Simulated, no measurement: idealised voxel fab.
process module | voxel transistor to metal
cross-section cut | 300 nm wide | cells 5 nm
A cross-section is a grid of square cells, given in bands from the top down. A band is one or more rows of cells.
Each band's line starts with the height of the band's top and of its bottom, in nm. Then come its materials from left to right, each with its width in nm. One material with "throughout" fills the band from edge to edge. "air" is empty space.
Height 0 is the level under which the wafer as received is all one material. The lowest band goes on downwards, as in "0 down".
A width such as "30 to 40" changes by the same amount from each row of cells to the next, from the band's top row to its bottom row.
"no change" after a step means that no cell of the cross-section changed.
closed voids: empty space of 8 cells or more with no open way to the top, each as width x height at its distance from the left edge, in nm
after a step's settings: what the simulator itself notes on the step
overlay nm, on a step with a mask: how far to the right of its planned place the mask lay; to the left if negative
plan
1 op RECEIVE | material Si
2 op CONFORMAL_DEP | material SiO2 | thk nm 5
3 op CONFORMAL_DEP | material SiN | thk nm 10
4 op PATTERN | tone cover | mask id ACTIVE | material resist | width nm 100 | pitch nm 125 | thk nm 20 | overlay nm 0
5 op DIRECTIONAL_ETCH | etch materials SiN | depth nm 10
6 op DIRECTIONAL_ETCH | etch materials SiO2 | depth nm 5
7 op DIRECTIONAL_ETCH | etch materials Si | depth nm 20
8 op STRIP | etch materials resist
9 op FILL_DEP | material SiO2 | thk nm 5
10 op CMP | height nm 15
11 op SELECTIVE_ETCH | etch materials SiO2 | depth nm 5
12 op STRIP | etch materials SiN
13 op SELECTIVE_ETCH | etch materials SiO2 | depth nm 5
14 op OXIDIZE | depth nm 5
15 op DIRECTIONAL_DEP | material polySi | thk nm 25
16 op DIRECTIONAL_DEP | material SiCN | thk nm 10
17 op PATTERN | tone cover | mask id GATE | material resist | width nm 15 | pitch nm 125 | thk nm 20 | overlay nm 0
18 op DIRECTIONAL_ETCH | etch materials SiCN | depth nm 20
19 op DIRECTIONAL_ETCH | etch materials polySi | depth nm 35
20 op STRIP | etch materials resist
21 op CONFORMAL_DEP | material SiN | thk nm 10
22 op DIRECTIONAL_ETCH | etch materials SiN | depth nm 10
23 op DIRECTIONAL_ETCH | etch materials SiO2 | depth nm 5
24 op EPI | material nSi | thk nm 5
25 op FILL_DEP | material SiO2 | thk nm 5
26 op CMP | height nm 35
27 op DIRECTIONAL_DEP | material SiO2 | thk nm 10
28 op PATTERN | tone open | mask id CONTACT | material resist | width nm 25 | thk nm 20 | overlay nm 0
29 op DIRECTIONAL_ETCH | etch materials SiO2 | depth nm 45
30 op STRIP | etch materials resist
31 op CONFORMAL_DEP | material TiN | thk nm 5
32 op FILL_DEP | material W | thk nm 5
33 op CMP | height nm 45
34 op DIRECTIONAL_DEP | material TiN | thk nm 5
35 op DIRECTIONAL_DEP | material Ru | thk nm 25
36 op MASKED_ETCH | tone cover | mask id METAL_1 | width nm 15 | etch materials Ru | depth nm 25 | overlay nm 0
37 op MASKED_ETCH | tone cover | mask id METAL_1 | width nm 15 | etch materials TiN | depth nm 5 | overlay nm 0
38 op FILL_DEP | material SiO2 | thk nm 5
39 op CMP | height nm 75
40 op CONFORMAL_DEP | material SiN | thk nm 5
varied across the wafers: width nm of step 17. The plan shows the first wafer's value. All wafers start alike
first wafer as received, after step 1
  0 down: Si throughout
  closed voids: none
first wafer at the end, after step 40
  80 to 75: SiN throughout
  75 to 50: SiO2 45 | Ru 15 | SiO2 50 | Ru 15 | SiO2 45 | Ru 15 | SiO2 50 | Ru 15 | SiO2 50
  50 to 45: SiO2 45 | TiN 15 | SiO2 50 | TiN 15 | SiO2 45 | TiN 15 | SiO2 50 | TiN 15 | SiO2 50
  45 to 35: SiO2 45 | TiN 5 | W 15 | TiN 5 | SiO2 30 | TiN 5 to 10 | W 15 to 10 | TiN 5 | SiO2 45 | TiN 5 | W 15 | TiN 5 | SiO2 30 | TiN 5 to 10 | W 15 to 10 | TiN 5 | SiO2 50
  35 to 25: SiO2 45 | TiN 5 | W 15 | TiN 5 | SiN 10 | SiCN 15 | SiN 10 | TiN 5 | W 10 | TiN 5 | SiO2 45 | TiN 5 | W 15 | TiN 5 | SiN 10 | SiCN 15 | SiN 10 | TiN 5 | W 10 | TiN 5 | SiO2 50
  25 to 5: SiO2 45 | TiN 5 | W 15 | TiN 5 | SiN 10 | polySi 15 | SiN 10 | TiN 5 | W 10 | TiN 5 | SiO2 45 | TiN 5 | W 15 | TiN 5 | SiN 10 | polySi 15 | SiN 10 | TiN 5 | W 10 | TiN 5 | SiO2 50
  5 to 0: SiO2 30 | SiN 10 | SiO2 5 | TiN 25 | SiN 10 | polySi 15 | SiN 10 | TiN 20 | SiO2 5 | SiN 10 | SiO2 15 | SiN 10 | SiO2 5 | TiN 25 | SiN 10 | polySi 15 | SiN 10 | TiN 20 | SiO2 5 | SiN 10 | SiO2 35
  0 to -5: SiO2 40 | nSi 30 | SiO2 35 | nSi 25 | SiO2 35 | nSi 30 | SiO2 35 | nSi 25 | SiO2 45
  -5 to -20: SiO2 35 | Si 100 | SiO2 25 | Si 100 | SiO2 40
  -20 down: Si throughout
  closed voids: none
last wafer at the end
  80 to 75: SiN throughout
  75 to 50: SiO2 45 | Ru 15 | SiO2 50 | Ru 15 | SiO2 45 | Ru 15 | SiO2 50 | Ru 15 | SiO2 50
  50 to 45: SiO2 45 | TiN 15 | SiO2 50 | TiN 15 | SiO2 45 | TiN 15 | SiO2 50 | TiN 15 | SiO2 50
  45 to 40: SiO2 45 | TiN 5 | W 15 | TiN 5 | SiO2 30 | TiN 5 | W 15 | TiN 5 | SiO2 45 | TiN 5 | W 15 | TiN 5 | SiO2 30 | TiN 5 | W 15 | TiN 5 | SiO2 50
  40 to 35: SiO2 45 | TiN 5 | W 5 | TiN 15 | SiO2 30 | TiN 25 | SiO2 45 | TiN 5 | W 5 | TiN 15 | SiO2 30 | TiN 25 | SiO2 50
  35 to 25: SiO2 45 | TiN 5 | W 5 | TiN 5 | SiN 10 | SiCN 35 | SiN 10 | TiN 10 | SiO2 45 | TiN 5 | W 5 | TiN 5 | SiN 10 | SiCN 35 | SiN 10 | TiN 10 | SiO2 50
  25 to 5: SiO2 45 | TiN 5 | W 5 | TiN 5 | SiN 10 | polySi 35 | SiN 10 | TiN 10 | SiO2 45 | TiN 5 | W 5 | TiN 5 | SiN 10 | polySi 35 | SiN 10 | TiN 10 | SiO2 50
  5 to 0: SiO2 30 | SiN 10 | SiO2 5 | TiN 15 | SiN 10 | polySi 35 | SiN 10 | TiN 10 | SiO2 5 | SiN 10 | SiO2 15 | SiN 10 | SiO2 5 | TiN 15 | SiN 10 | polySi 35 | SiN 10 | TiN 10 | SiO2 5 | SiN 10 | SiO2 35
  0 to -5: SiO2 40 | nSi 20 | SiO2 55 | nSi 15 | SiO2 35 | nSi 20 | SiO2 55 | nSi 15 | SiO2 45
  -5 to -20: SiO2 35 | Si 100 | SiO2 25 | Si 100 | SiO2 40
  -20 down: Si throughout
  closed voids: none
each wafer at the end: cells of each material gained (+) or lost (-) since it was received, then its closed voids
width nm 15 | +60 Ru | -120 Si | +12 SiCN | +124 SiN | +654 SiO2 | +96 TiN | +82 W | +22 nSi | +30 polySi | closed voids: none
width nm 20 | +60 Ru | -120 Si | +16 SiCN | +124 SiN | +656 SiO2 | +96 TiN | +68 W | +20 nSi | +40 polySi | closed voids: none
width nm 25 | +60 Ru | -120 Si | +20 SiCN | +124 SiN | +658 SiO2 | +96 TiN | +54 W | +18 nSi | +50 polySi | closed voids: none
width nm 30 | +60 Ru | -120 Si | +24 SiCN | +124 SiN | +660 SiO2 | +96 TiN | +40 W | +16 nSi | +60 polySi | closed voids: none
width nm 35 | +60 Ru | -120 Si | +28 SiCN | +124 SiN | +662 SiO2 | +96 TiN | +26 W | +14 nSi | +70 polySi | closed voids: none
